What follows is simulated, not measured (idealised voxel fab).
Process module heading - voxel wiring stack
Each square cell in cross-section cut measures 5 nm, and the section as a whole is 285 nm wide.
When this document writes out a cross-section, it uses a grid of square cells and lists it as bands, beginning at the top and moving down, with a band standing for one or more rows of cells.
Heights first: top, then bottom, in nm. Then materials, left to right, each with a width in nm. "throughout" on a single material: fills the band edge to edge. "empty": empty space.
Heights are measured from 0, the level below which the as-received wafer is all one material; the lowest band has no bottom and continues downward, written as in "from 0 down".
Quick explanation for "30..40": the width changes in equal steps down the rows of cells, from the first number in the band's top row to the second number in its bottom row.
"nothing altered" -> step changed no cross-section cell.
The entry titled "Unvented voids" provides the empty spaces that have no open way to the top, restricted to those of 8 cells or more. Each is presented as width x height at distance, the distance being measured from the left edge, with all three in nm.
Text after the settings on a step's line: the simulator's own remark on that step.
You can add "overlay nm" to a step's line. For a step with a mask, it describes how far the mask lay to the right of its planned position, and a negative number describes a lay to the left.
These are the steps we planned for the process
| 1 | RECEIVE: material Si |
| 2 | CONFORMAL_DEP: material SiO2, thk nm 15 |
| 3 | CONFORMAL_DEP: material SiN, thk nm 5 |
| 4 | DIRECTIONAL_DEP: material SiO2, thk nm 20 |
| 5 | DIRECTIONAL_DEP: material aC, thk nm 15 |
| 6 | PATTERN: tone open, mask id METAL_1, material resist, width nm 25, pitch nm 50, thk nm 35, overlay nm 0 |
| 7 | DIRECTIONAL_ETCH: etch materials aC, depth nm 15 |
| 8 | STRIP: etch materials resist |
| 9 | DIRECTIONAL_ETCH: etch materials SiO2, depth nm 20 |
| 10 | DIRECTIONAL_ETCH: etch materials SiN, depth nm 5 |
| 11 | STRIP: etch materials aC |
| 12 | CONFORMAL_DEP: material TiN, thk nm 5 |
| 13 | FILL_DEP: material W, thk nm 5 |
| 14 | CMP: height nm 40 |
| 15 | EPI: material Ru, thk nm 5 |
| 16 | FILL_DEP: material SiCN, thk nm 5 |
| 17 | DIRECTIONAL_DEP: material SiO2, thk nm 15 |
| 18 | PATTERN: tone open, mask id PLUG_1, material resist, width nm 15, pitch nm 50, thk nm 20, overlay nm 0 |
| 19 | DIRECTIONAL_ETCH: etch materials SiO2, depth nm 15 |
| 20 | DIRECTIONAL_ETCH: etch materials SiCN, depth nm 5 |
| 21 | STRIP: etch materials resist |
| 22 | CONFORMAL_DEP: material TiN, thk nm 5 |
| 23 | FILL_DEP: material Ru, thk nm 10 |
| 24 | CMP: height nm 65 |
| 25 | CONFORMAL_DEP: material SiN, thk nm 5 |
| 26 | DIRECTIONAL_DEP: material lowk, thk nm 20 |
| 27 | MASKED_ETCH: tone open, mask id METAL_2, width nm 25, pitch nm 50, etch materials lowk, depth nm 20, overlay nm 0 |
| 28 | MASKED_ETCH: tone open, mask id METAL_2, width nm 25, pitch nm 50, etch materials SiN, depth nm 5, overlay nm 0 |
| 29 | CONFORMAL_DEP: material TiN, thk nm 5 |
| 30 | FILL_DEP: material Cu, thk nm 5 |
| 31 | CMP: height nm 90 |
| 32 | CONFORMAL_DEP: material SiCN, thk nm 5 |
Delivered wafer in cross-section: state after step 1
> from 0 down: Si throughout
> Unvented voids: none
First wafer of two, sectioned at end of module; run went per plan
> from 95 to 90: SiCN throughout
> from 90 to 70: lowk=80 | TiN=5 | Cu=15 | TiN=5 | lowk=25 | TiN=5 | Cu=15 | TiN=5 | lowk=25 | TiN=5 | Cu=15 | TiN=5 | lowk=80
> from 70 to 65: SiN=80 | TiN=25 | SiN=25 | TiN=25 | SiN=25 | TiN=25 | SiN=80
> from 65 to 50: SiO2=80 | TiN=5 | Ru=5 | TiN=5 | SiO2=35 | TiN=5 | Ru=5 | TiN=5 | SiO2=35 | TiN=5 | Ru=5 | TiN=5 | SiO2=90
> from 50 to 45: SiCN=80 | TiN=15 | SiCN=35 | TiN=15 | SiCN=35 | TiN=15 | SiCN=90
> from 45 to 40: SiCN=75 | Ru=35 | SiCN=15 | Ru=35 | SiCN=15 | Ru=35 | SiCN=75
> from 40 to 20: SiO2=80 | TiN=5 | W=15 | TiN=5 | SiO2=25 | TiN=5 | W=15 | TiN=5 | SiO2=25 | TiN=5 | W=15 | TiN=5 | SiO2=80
> from 20 to 15: SiN=80 | TiN=25 | SiN=25 | TiN=25 | SiN=25 | TiN=25 | SiN=80
> from 15 to 0: SiO2 throughout
> from 0 down: Si throughout
> Unvented voids: none
Now the second wafer, cross-sectioned at the end of the module. Nothing different at the start, nothing different in the plan compared with the first, just one mistake when it was actually run
> from 95 to 90: SiCN throughout
> from 90 to 70: lowk=80 | TiN=5 | Cu=15 | TiN=5 | lowk=25 | TiN=5 | Cu=15 | TiN=5 | lowk=25 | TiN=5 | Cu=15 | TiN=5 | lowk=80
> from 70 to 65: SiN=80 | TiN=25 | SiN=25 | TiN=25 | SiN=25 | TiN=25 | SiN=80
> from 65 to 50: Ru=75 | TiN=5 | SiO2=15 | TiN=5 | Ru=25 | TiN=5 | SiO2=15 | TiN=5 | Ru=25 | TiN=5 | SiO2=15 | TiN=5 | Ru=85
> from 50 to 45: TiN=80 | SiCN=15 | TiN=35 | SiCN=15 | TiN=35 | SiCN=15 | TiN=90
> from 45 to 40: SiCN=75 | Ru=35 | SiCN=15 | Ru=35 | SiCN=15 | Ru=35 | SiCN=75
> from 40 to 20: SiO2=80 | TiN=5 | W=15 | TiN=5 | SiO2=25 | TiN=5 | W=15 | TiN=5 | SiO2=25 | TiN=5 | W=15 | TiN=5 | SiO2=80
> from 20 to 15: SiN=80 | TiN=25 | SiN=25 | TiN=25 | SiN=25 | TiN=25 | SiN=80
> from 15 to 0: SiO2 throughout
> from 0 down: Si throughout
> Unvented voids: none
Error vs. plan: heads up, step 18 didn't go per plan, it actually ran as PATTERN: tone cover, mask id PLUG_1, material resist, width nm 15, pitch nm 50, thk nm 20, overlay nm 0
Count the cells at the end and the second wafer has more or fewer of some materials than the first: 117 more of Ru; 39 fewer of SiCN; 117 fewer of SiO2; 39 more of TiN
